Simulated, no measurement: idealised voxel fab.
This section sets out a process module, namely voxel wiring stack.
Cross-section cut: width 245 nm, square cells of 5 nm.
For the purposes of this document, a cross-section shall be understood as a grid of square cells, specified as bands listed in top-to-bottom order, each band consisting of one or more rows of cells.
What a band's entry tells you: where the top is and where the bottom is, as heights in nm, and after that what lies inside, material by material from left to right, each with its width in nm. Empty space is written as the word "blank", and a single material marked with the word "full width" occupies the band from edge to edge.
Height reference: 0 = level under which incoming wafer is all one material. Lowest band: no bottom, runs on downward, e.g. "z 0 and below".
Quick explanation for "30->40": the width changes in equal steps down the rows of cells, from the first number in the band's top row to the second number in its bottom row.
Any step labelled "nothing got changed" changed none of the cells in the cross-section.
"Trapped cavities" specifies each empty space that is not open to the top and that occupies no fewer than 8 cells, using the form width x height at distance, the distance measured from the left edge and all three quantities in nm.
Anything after a step's settings on that line? It's the simulator's own note about the step.
A step line may carry the setting "overlay nm", which, for steps involving a mask, states the distance by which the mask lay to the right of its intended position; negative values denote displacement to the left.

Process steps - plan:
- 1: RECEIVE | material Si
- 2: CONFORMAL_DEP | material SiO2 | thk nm 10
- 3: CONFORMAL_DEP | material SiCN | thk nm 5
- 4: DIRECTIONAL_DEP | material lowk | thk nm 20
- 5: PATTERN | tone open | mask id METAL_1 | material resist | width nm 25 | pitch nm 55 | thk nm 20 | overlay nm 0
- 6: DIRECTIONAL_ETCH | etch materials lowk | depth nm 20
- 7: DIRECTIONAL_ETCH | etch materials SiCN | depth nm 5
- 8: STRIP | etch materials resist
- 9: CONFORMAL_DEP | material TiN | thk nm 5
- 10: FILL_DEP | material W | thk nm 10
- 11: CMP | height nm 35
- 12: CONFORMAL_DEP | material SiCN | thk nm 5
- 13: DIRECTIONAL_DEP | material lowk | thk nm 35
- 14: PATTERN | tone open | mask id METAL_2 | material resist | width nm 25 | pitch nm 55 | thk nm 15 | overlay nm 0
- 15: DIRECTIONAL_ETCH | etch materials lowk | depth nm 20
- 16: STRIP | etch materials resist
- 17: PATTERN | tone open | mask id METAL_2_HOLES | material resist | width nm 15 | pitch nm 110 | thk nm 20 | overlay nm -10
- 18: DIRECTIONAL_ETCH | etch materials lowk | depth nm 15
- 19: DIRECTIONAL_ETCH | etch materials SiCN | depth nm 5
- 20: STRIP | etch materials resist
- 21: CONFORMAL_DEP | material TiN | thk nm 5
- 22: FILL_DEP | material Cu | thk nm 5
- 23: CMP | height nm 75
- 24: CONFORMAL_DEP | material SiN | thk nm 5
Across this set of wafers, the varied parameter is the overlay nm of step 17. Starting conditions are identical for every wafer, and the plan reports the value assigned to the first wafer.

Sectional view: first of several wafers, as received, after step 1:
  z 0 and below: Si full width
  Trapped cavities: none

Below, a row for every wafer. Read it as the end-of-module picture: for each material the wafer shows its cells gained (+) or lost (-) since it was received, and then its closed voids:
overlay nm -10; +44 Cu; +76 SiCN; +49 SiN; +98 SiO2; +108 TiN; +48 W; +361 lowk; Trapped cavities: none
overlay nm -5; +40 Cu; +74 SiCN; +49 SiN; +98 SiO2; +114 TiN; +48 W; +361 lowk; Trapped cavities: none
overlay nm 0; +44 Cu; +72 SiCN; +49 SiN; +98 SiO2; +112 TiN; +48 W; +361 lowk; Trapped cavities: none
overlay nm 5; +44 Cu; +72 SiCN; +49 SiN; +98 SiO2; +112 TiN; +48 W; +361 lowk; Trapped cavities: none
overlay nm 10; +44 Cu; +72 SiCN; +49 SiN; +98 SiO2; +112 TiN; +48 W; +361 lowk; Trapped cavities: none
overlay nm 15; +40 Cu; +74 SiCN; +49 SiN; +98 SiO2; +114 TiN; +48 W; +361 lowk; Trapped cavities: none
